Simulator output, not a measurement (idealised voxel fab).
voxel transistor to metal: a process module
Square cell edge 5 nm, section width 175 nm, ID cut.
Think of the cross-section as a grid of square cells. We describe it in bands, top to bottom, and each band covers one or more rows of those cells. Basically the band line says how high the top is and how high the bottom is, in nm, and then what's in it from left to right, every material with its width in nm. Empty space shows up as "air", and if a single material carries "full width" it runs the full band edge to edge. Zero point of the height axis is 0; under it, received wafer = one material. Lowest band: continues down indefinitely, "0..down". You'd read "30 to 40" like this: the band's top row of cells is as wide as the first number, its bottom row is as wide as the second, and going down, every row changes width by the same amount as the row before did. Any step labelled "remains unaltered" changed none of the cells in the cross-section. "Closed void entries": sealed empty spaces, 8 cells or more, no open way to top, listed width x height at distance, with distance from the left edge and width, height and distance in nm. It should be noted that, on the line of a given step, the content following the step's settings is a remark produced by the simulator itself with respect to that step. You can add "overlay nm" to a step's line. For a step with a mask, it describes how far the mask lay to the right of its planned position, and a negative number describes a lay to the left.

Listed below are the process steps as planned:
1,RECEIVE | material Si
2,CONFORMAL_DEP | material SiO2 | thk nm 5
3,CONFORMAL_DEP | material SiN | thk nm 10
4,PATTERN | tone cover | mask id ACTIVE | material resist | width nm 115 | thk nm 15 | overlay nm 0
5,DIRECTIONAL_ETCH | etch materials SiN | depth nm 10
6,DIRECTIONAL_ETCH | etch materials SiO2 | depth nm 5
7,DIRECTIONAL_ETCH | etch materials Si | depth nm 30
8,STRIP | etch materials resist
9,FILL_DEP | material SiO2 | thk nm 10
10,CMP | height nm 15
11,SELECTIVE_ETCH | etch materials SiO2 | depth nm 5
12,STRIP | etch materials SiN
13,SELECTIVE_ETCH | etch materials SiO2 | depth nm 5
14,OXIDIZE | depth nm 5
15,DIRECTIONAL_DEP | material polySi | thk nm 25
16,DIRECTIONAL_DEP | material SiCN | thk nm 10
17,DIRECTIONAL_DEP | material aC | thk nm 15
18,PATTERN | tone cover | mask id GATE | material resist | width nm 25 | thk nm 30 | overlay nm 0
19,DIRECTIONAL_ETCH | etch materials aC | depth nm 15
20,STRIP | etch materials resist
21,DIRECTIONAL_ETCH | etch materials SiCN | depth nm 20
22,DIRECTIONAL_ETCH | etch materials polySi | depth nm 35
23,STRIP | etch materials aC
24,CONFORMAL_DEP | material SiO2 | thk nm 5
25,DIRECTIONAL_ETCH | etch materials SiO2 | depth nm 5
26,CONFORMAL_DEP | material SiN | thk nm 10
27,DIRECTIONAL_ETCH | etch materials SiN | depth nm 10
28,DIRECTIONAL_ETCH | etch materials SiO2 | depth nm 5
29,EPI | material SiGe | thk nm 5
30,FILL_DEP | material SiO2 | thk nm 5
31,CMP | height nm 25
32,STRIP | etch materials polySi
33,SELECTIVE_ETCH | etch materials SiO2 | depth nm 5
34,CONFORMAL_DEP | material HfO2 | thk nm 5
35,CONFORMAL_DEP | material TiN | thk nm 5
36,FILL_DEP | material W | thk nm 5
37,CMP | height nm 20
38,DIRECTIONAL_DEP | material SiO2 | thk nm 15
39,DIRECTIONAL_DEP | material aC | thk nm 10
40,PATTERN | tone open | mask id CONTACT | material resist | width nm 15 | pitch nm 80 | thk nm 25 | overlay nm 0
41,DIRECTIONAL_ETCH | etch materials aC | depth nm 10
42,STRIP | etch materials resist
43,DIRECTIONAL_ETCH | etch materials SiO2 | depth nm 35
44,STRIP | etch materials aC
45,CONFORMAL_DEP | material TiN | thk nm 5
46,FILL_DEP | material Ru | thk nm 5
47,CMP | height nm 35
48,CONFORMAL_DEP | material SiN | thk nm 5
49,DIRECTIONAL_DEP | material SiO2 | thk nm 15
50,MASKED_ETCH | tone open | mask id METAL_1 | width nm 15 | pitch nm 80 | etch materials SiO2 | depth nm 15 | overlay nm 0
51,MASKED_ETCH | tone open | mask id METAL_1 | width nm 15 | pitch nm 80 | etch materials SiN | depth nm 5 | overlay nm 0
52,CONFORMAL_DEP | material TiN | thk nm 5
53,FILL_DEP | material Cu | thk nm 10
54,CMP | height nm 55
55,EPI | material Ru | thk nm 5
56,FILL_DEP | material SiCN | thk nm 5
57,DIRECTIONAL_DEP | material SiO2 | thk nm 30
58,MASKED_ETCH | tone open | mask id METAL_2 | width nm 15 | pitch nm 80 | etch materials SiO2 | depth nm 20 | overlay nm 0
59,PATTERN | tone open | mask id METAL_2_HOLES | material resist | width nm 15 | pitch nm 80 | thk nm 20 | overlay nm 0
60,DIRECTIONAL_ETCH | etch materials SiO2 | depth nm 10
61,DIRECTIONAL_ETCH | etch materials SiCN | depth nm 5
62,STRIP | etch materials resist
63,CONFORMAL_DEP | material TiN | thk nm 5
64,FILL_DEP | material Cu | thk nm 10
65,CMP | height nm 95
66,CONFORMAL_DEP | material SiCN | thk nm 5

Cross-sectional view of the wafer in its as-received condition, corresponding to the state after step 1:
0..down | Si full width
Closed void entries: none

Final wafer profile in cross-section after the module, from the same start and plan as above, with one mistake made during processing:
100..95 | SiCN full width
95..65 | SiO2 40; TiN 5; Cu 5; TiN 5; SiO2 65; TiN 5; Cu 5; TiN 5; SiO2 40
65..60 | SiCN 40; TiN 15; SiCN 65; TiN 15; SiCN 40
60..55 | SiCN 35; Ru 25; SiCN 55; Ru 25; SiCN 35
55..40 | SiO2 40; TiN 5; Cu 5; TiN 5; SiO2 65; TiN 5; Cu 5; TiN 5; SiO2 40
40..35 | SiN 40; TiN 15; SiN 65; TiN 15; SiN 40
35..20 | SiO2 40; TiN 5; Ru 5; TiN 5; SiO2 65; TiN 5; Ru 5; TiN 5; SiO2 40
20..5 | SiO2 40; TiN 5; Ru 5; TiN 5; SiO2 5; SiN 10; HfO2 5; TiN 5; W 15; TiN 5; HfO2 5; SiN 10; SiO2 5; TiN 5; Ru 5; TiN 5; SiO2 40
5..0 | SiO2 30; SiN 10; TiN 15; SiO2 5; SiN 10; HfO2 5; TiN 25; HfO2 5; SiN 10; SiO2 5; TiN 15; SiN 10; SiO2 30
0..-5 | SiO2 40; SiGe 20; SiO2 10; HfO2 35; SiO2 10; SiGe 20; SiO2 40
-5..-10 | SiO2 35; Si 105; SiO2 35
-10..-30 | SiO2 30; Si 115; SiO2 30
-30..down | Si full width
Closed void entries: none
Against the plan, the run slipped here: step 2 in the plan did not get run; it was skipped
